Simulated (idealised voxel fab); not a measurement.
Title: Process Module voxel spacer lines
For reference, the cross-section in this document is cut, with width 215 nm and square cells of 5 nm.
We lay out every cross-section as a grid of square cells and spell it out in bands from the top down, where one band means one or more rows of cells. What a band's entry tells you: where the top is and where the bottom is, as heights in nm, and after that what lies inside, material by material from left to right, each with its width in nm. Empty space is written as the word "empty", and a single material marked with the word "all across" occupies the band from edge to edge. Heads up on the height convention: 0 is the point under which the incoming wafer is all one material, and the lowest band has no bottom, it just keeps going down, like "top 0, no bottom". A two-number width, for instance "30->40", indicates that the width is equal to the first number in the top row of the band and to the second number in the bottom row, and that it changes by a constant amount per row of cells. Reading "left unchanged" for a step: not a cell of the cross-section changed in it. "Trapped void list": sealed empty spaces, 8 cells or more, no open way to top, listed width x height at distance, with distance from the left edge and width, height and distance in nm. Post-settings text on a step line: simulator's own remark regarding the step. For masked steps, "overlay nm" on the step line gives how far right of plan the mask actually lay; a minus sign means it lay to the left.

-- Steps in the process plan
- 1: op RECEIVE | material Si
- 2: op CONFORMAL_DEP | material Al2O3 | thk nm 10
- 3: op DIRECTIONAL_DEP | material SiN | thk nm 15
- 4: op DIRECTIONAL_DEP | material aC | thk nm 30
- 5: op PATTERN | tone cover | mask id MANDREL | material resist | width nm 15 | pitch nm 60 | thk nm 40 | overlay nm 0
- 6: op DIRECTIONAL_ETCH | etch materials aC | depth nm 30
- 7: op STRIP | etch materials resist
- 8: op CONFORMAL_DEP | material SiO2 | thk nm 15
- 9: op DIRECTIONAL_ETCH | etch materials SiO2 | depth nm 15
- 10: op STRIP | etch materials aC
- 11: op DIRECTIONAL_ETCH | etch materials SiN | depth nm 15
- 12: op STRIP | etch materials SiO2

-- Delivered wafer in cross-section: state after step 1
    top 0, no bottom = Si all across
    Trapped void list: none

-- The first of the two wafers as seen in cross-section once the module was finished; processing followed the plan
    top 25, bottom 10 = empty 55 nm / SiN 15 nm / empty 15 nm / SiN 15 nm / empty 15 nm / SiN 15 nm / empty 15 nm / SiN 15 nm / empty 55 nm
    top 10, bottom 0 = Al2O3 all across
    top 0, no bottom = Si all across
    Trapped void list: none

-- End of module, second wafer, cross-section. Started like the first, planned like the first, run with one mistake
    top 15, bottom 0 = empty 55 nm / SiN 15 nm / empty 15 nm / SiN 15 nm / empty 15 nm / SiN 15 nm / empty 15 nm / SiN 15 nm / empty 55 nm
    top 0, no bottom = Si all across
    Trapped void list: none
What broke from the plan during processing? the run left out plan step 2 entirely, so it was never executed
In the final state, the cell counts of the second wafer exceed or fall short of those of the first for the following materials: Al2O3: 86 fewer
